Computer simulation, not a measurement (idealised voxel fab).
Process module under the name voxel self aligned vias
FYI the section here is cut, 155 nm wide, cells are 5 nm squares.
Heads up, the way a cross-section reads in here is a grid of square cells, handed over as bands from the top down, with every band being one or more rows of cells.
The band entry comprises the height of the band's top followed by the height of its bottom, expressed in nm, and subsequently the band's materials from left to right, each stated together with its width in nm. Where a single material is marked with the word "full width", that material fills the band from edge to edge. The word "empty" represents empty space.
We count height from 0. Below that, the starting wafer is all one material. The lowest band never ends at the bottom but goes on down; see "0 and below" for how that is written.
Note: "30->40" means the width goes from the first number (top row of the band) to the second number (bottom row) in equal steps per row of cells.
When a step is marked "no alteration", none of the cells in the cross-section changed during that step.
"Completely sealed voids" specifies each empty space that is not open to the top and that occupies no fewer than 8 cells, using the form width x height at distance, the distance measured from the left edge and all three quantities in nm.
The remark found on a step's line after its settings is issued by the simulator itself and pertains to that step.
Each step line may optionally specify "overlay nm", which for a step with a mask gives the rightward distance between the mask's planned place and where it lay, a negative value indicating the leftward direction.

Planned process steps
- 1: RECEIVE | material Si
- 2: CONFORMAL_DEP | material SiO2 | thk nm 15
- 3: CONFORMAL_DEP | material SiCN | thk nm 5
- 4: DIRECTIONAL_DEP | material lowk | thk nm 30
- 5: DIRECTIONAL_DEP | material aC | thk nm 15
- 6: PATTERN | tone open | mask id LINES | material resist | width nm 25 | pitch nm 75 | thk nm 35 | overlay nm 0
- 7: DIRECTIONAL_ETCH | etch materials aC | depth nm 15
- 8: STRIP | etch materials resist
- 9: DIRECTIONAL_ETCH | etch materials lowk | depth nm 30
- 10: STRIP | etch materials aC
- 11: CONFORMAL_DEP | material TiN | thk nm 5
- 12: FILL_DEP | material Ru | thk nm 5
- 13: CMP | height nm 50
- 14: SELECTIVE_ETCH | etch materials W Ru TiN | depth nm 5
- 15: FILL_DEP | material SiN | thk nm 10
- 16: CMP | height nm 50
- 17: DIRECTIONAL_DEP | material lowk | thk nm 20
- 18: DIRECTIONAL_DEP | material aC | thk nm 10
- 19: PATTERN | tone open | mask id VIAS | material resist | width nm 45 | pitch nm 75 | thk nm 30 | overlay nm 0
- 20: DIRECTIONAL_ETCH | etch materials aC | depth nm 10
- 21: STRIP | etch materials resist
- 22: DIRECTIONAL_ETCH | etch materials lowk | depth nm 20
- 23: DIRECTIONAL_ETCH | etch materials SiN | depth nm 5
- 24: STRIP | etch materials aC
- 25: CONFORMAL_DEP | material TiN | thk nm 5
- 26: FILL_DEP | material Ru | thk nm 10
- 27: CMP | height nm 70
- 28: CONFORMAL_DEP | material SiCN | thk nm 5

First of two wafers - as planned

Received-state cross-section, reflecting completion of step 1
* 0 and below  Si full width
* Completely sealed voids: none

Wafer section view after processing step 2
* 15 down to 0  SiO2 full width
* Lower than 0, everything is as it was.

Wafer section view after processing step 3
* 20 down to 15  SiCN full width
* Lower than 15, everything is as it was.

Wafer section view after processing step 4
* 50 down to 20  lowk full width
* Lower than 20, everything is as it was.

Wafer section view after processing step 5
* 65 down to 50  aC full width
* Lower than 50, everything is as it was.

Wafer section view after processing step 6
* 100 down to 65  25 nm resist | 25 nm empty | 50 nm resist | 25 nm empty | 30 nm resist
* Lower than 65, everything is as it was.

Wafer section view after processing step 7
* 85 down to 65  25 nm resist | 25 nm empty | 50 nm resist | 25 nm empty | 30 nm resist
* 65 down to 50  25 nm aC | 25 nm empty | 50 nm aC | 25 nm empty | 30 nm aC
* Lower than 50, everything is as it was.

Wafer section view after processing step 8
* 65 down to 50  25 nm aC | 25 nm empty | 50 nm aC | 25 nm empty | 30 nm aC
* Lower than 50, everything is as it was.

Wafer section view after processing step 9
* 65 down to 50  25 nm aC | 25 nm empty | 50 nm aC | 25 nm empty | 30 nm aC
* 50 down to 20  25 nm lowk | 25 nm empty | 50 nm lowk | 25 nm empty | 30 nm lowk
* Lower than 20, everything is as it was.

Wafer section view after processing step 10
* 50 down to 20  25 nm lowk | 25 nm empty | 50 nm lowk | 25 nm empty | 30 nm lowk
* Lower than 20, everything is as it was.

Wafer section view after processing step 11
* 55 down to 50  30 nm TiN | 15 nm empty | 60 nm TiN | 15 nm empty | 35 nm TiN
* 50 down to 25  25 nm lowk | 5 nm TiN | 15 nm empty | 5 nm TiN | 50 nm lowk | 5 nm TiN | 15 nm empty | 5 nm TiN | 30 nm lowk
* 25 down to 20  25 nm lowk | 25 nm TiN | 50 nm lowk | 25 nm TiN | 30 nm lowk
* Lower than 20, everything is as it was.

Wafer section view after processing step 12
* 60 down to 55  Ru full width
* 55 down to 50  30 nm TiN | 15 nm Ru | 60 nm TiN | 15 nm Ru | 35 nm TiN
* 50 down to 25  25 nm lowk | 5 nm TiN | 15 nm Ru | 5 nm TiN | 50 nm lowk | 5 nm TiN | 15 nm Ru | 5 nm TiN | 30 nm lowk
* Lower than 25, everything is as it was.

Wafer section view after processing step 13
* 50 down to 25  25 nm lowk | 5 nm TiN | 15 nm Ru | 5 nm TiN | 50 nm lowk | 5 nm TiN | 15 nm Ru | 5 nm TiN | 30 nm lowk
* Lower than 25, everything is as it was.

Wafer section view after processing step 14
* 50 down to 45  25 nm lowk | 25 nm empty | 50 nm lowk | 25 nm empty | 30 nm lowk
* Lower than 45, everything is as it was.

Wafer section view after processing step 15
* 60 down to 50  SiN full width
* 50 down to 45  25 nm lowk | 25 nm SiN | 50 nm lowk | 25 nm SiN | 30 nm lowk
* Lower than 45, everything is as it was.

Wafer section view after processing step 16
* 50 down to 45  25 nm lowk | 25 nm SiN | 50 nm lowk | 25 nm SiN | 30 nm lowk
* Lower than 45, everything is as it was.

Wafer section view after processing step 17
* 70 down to 50  lowk full width
* Lower than 50, everything is as it was.

Wafer section view after processing step 18
* 80 down to 70  aC full width
* Lower than 70, everything is as it was.

Wafer section view after processing step 19
* 110 down to 80  15 nm resist | 45 nm empty | 30 nm resist | 45 nm empty | 20 nm resist
* Lower than 80, everything is as it was.

Wafer section view after processing step 20
* 100 down to 80  15 nm resist | 45 nm empty | 30 nm resist | 45 nm empty | 20 nm resist
* 80 down to 70  15 nm aC | 45 nm empty | 30 nm aC | 45 nm empty | 20 nm aC
* Lower than 70, everything is as it was.

Wafer section view after processing step 21
* 80 down to 70  15 nm aC | 45 nm empty | 30 nm aC | 45 nm empty | 20 nm aC
* Lower than 70, everything is as it was.

Wafer section view after processing step 22
* 80 down to 70  15 nm aC | 45 nm empty | 30 nm aC | 45 nm empty | 20 nm aC
* 70 down to 50  15 nm lowk | 45 nm empty | 30 nm lowk | 45 nm empty | 20 nm lowk
* Lower than 50, everything is as it was.

Wafer section view after processing step 23
* 80 down to 70  15 nm aC | 45 nm empty | 30 nm aC | 45 nm empty | 20 nm aC
* 70 down to 50  15 nm lowk | 45 nm empty | 30 nm lowk | 45 nm empty | 20 nm lowk
* 50 down to 45  25 nm lowk | 25 nm empty | 50 nm lowk | 25 nm empty | 30 nm lowk
* Lower than 45, everything is as it was.

Wafer section view after processing step 24
* 70 down to 50  15 nm lowk | 45 nm empty | 30 nm lowk | 45 nm empty | 20 nm lowk
* Lower than 50, everything is as it was.

Wafer section view after processing step 25
* 75 down to 70  20 nm TiN | 35 nm empty | 40 nm TiN | 35 nm empty | 25 nm TiN
* 70 down to 55  15 nm lowk | 5 nm TiN | 35 nm empty | 5 nm TiN | 30 nm lowk | 5 nm TiN | 35 nm empty | 5 nm TiN | 20 nm lowk
* 55 down to 50  15 nm lowk | 15 nm TiN | 15 nm empty | 15 nm TiN | 30 nm lowk | 15 nm TiN | 15 nm empty | 15 nm TiN | 20 nm lowk
* 50 down to 45  25 nm lowk | 25 nm TiN | 50 nm lowk | 25 nm TiN | 30 nm lowk
* Lower than 45, everything is as it was.

Wafer section view after processing step 26
* 85 down to 75  Ru full width
* 75 down to 70  20 nm TiN | 35 nm Ru | 40 nm TiN | 35 nm Ru | 25 nm TiN
* 70 down to 55  15 nm lowk | 5 nm TiN | 35 nm Ru | 5 nm TiN | 30 nm lowk | 5 nm TiN | 35 nm Ru | 5 nm TiN | 20 nm lowk
* 55 down to 50  15 nm lowk | 15 nm TiN | 15 nm Ru | 15 nm TiN | 30 nm lowk | 15 nm TiN | 15 nm Ru | 15 nm TiN | 20 nm lowk
* Lower than 50, everything is as it was.

Wafer section view after processing step 27
* 70 down to 55  15 nm lowk | 5 nm TiN | 35 nm Ru | 5 nm TiN | 30 nm lowk | 5 nm TiN | 35 nm Ru | 5 nm TiN | 20 nm lowk
* Lower than 55, everything is as it was.

Wafer section view after processing step 28
* 75 down to 70  SiCN full width
* Lower than 70, everything is as it was.

Wafer two. Identical start, identical plan. One mistake in execution. Identical history through step 18

Second wafer cross-section, taken as of the time the plan sets for step 19 to be done
* 110 down to 80  15 nm empty | 45 nm resist | 30 nm empty | 45 nm resist | 20 nm empty
* Lower than 80, everything is as it was.

Second wafer cross-section, taken as of the time the plan sets for step 20 to be done
* 100 down to 80  15 nm empty | 45 nm resist | 30 nm empty | 45 nm resist | 20 nm empty
* 80 down to 70  15 nm empty | 45 nm aC | 30 nm empty | 45 nm aC | 20 nm empty
* Lower than 70, everything is as it was.

Second wafer cross-section, taken as of the time the plan sets for step 21 to be done
* 80 down to 70  15 nm empty | 45 nm aC | 30 nm empty | 45 nm aC | 20 nm empty
* Lower than 70, everything is as it was.

Second wafer cross-section, taken as of the time the plan sets for step 22 to be done
* 80 down to 70  15 nm empty | 45 nm aC | 30 nm empty | 45 nm aC | 20 nm empty
* 70 down to 50  15 nm empty | 45 nm lowk | 30 nm empty | 45 nm lowk | 20 nm empty
* Lower than 50, everything is as it was.

Second wafer cross-section, taken as of the time the plan sets for step 23 to be done: no alteration

Second wafer cross-section, taken as of the time the plan sets for step 24 to be done
* 70 down to 50  15 nm empty | 45 nm lowk | 30 nm empty | 45 nm lowk | 20 nm empty
* Lower than 50, everything is as it was.

Second wafer cross-section, taken as of the time the plan sets for step 25 to be done
* 75 down to 70  10 nm empty | 55 nm TiN | 20 nm empty | 55 nm TiN | 15 nm empty
* 70 down to 55  10 nm empty | 5 nm TiN | 45 nm lowk | 5 nm TiN | 20 nm empty | 5 nm TiN | 45 nm lowk | 5 nm TiN | 15 nm empty
* 55 down to 50  15 nm TiN | 45 nm lowk | 30 nm TiN | 45 nm lowk | 20 nm TiN
* Lower than 50, everything is as it was.

Second wafer cross-section, taken as of the time the plan sets for step 26 to be done
* 85 down to 75  Ru full width
* 75 down to 70  10 nm Ru | 55 nm TiN | 20 nm Ru | 55 nm TiN | 15 nm Ru
* 70 down to 55  10 nm Ru | 5 nm TiN | 45 nm lowk | 5 nm TiN | 20 nm Ru | 5 nm TiN | 45 nm lowk | 5 nm TiN | 15 nm Ru
* Lower than 55, everything is as it was.

Second wafer cross-section, taken as of the time the plan sets for step 27 to be done
* 70 down to 55  10 nm Ru | 5 nm TiN | 45 nm lowk | 5 nm TiN | 20 nm Ru | 5 nm TiN | 45 nm lowk | 5 nm TiN | 15 nm Ru
* Lower than 55, everything is as it was.

Second wafer cross-section, taken as of the time the plan sets for step 28 to be done
* 75 down to 70  SiCN full width
* Lower than 70, everything is as it was.
What was done differently from what was planned? for step 19, the planned setting was not used; the step was instead run as PATTERN | tone cover | mask id VIAS | material resist | width nm 45 | pitch nm 75 | thk nm 30 | overlay nm 0
Once processing is complete, comparing cell counts shows that the second wafer has more or fewer of certain materials than the first: Ru: 21 fewer; SiN: 10 more; TiN: 9 fewer; lowk: 20 more
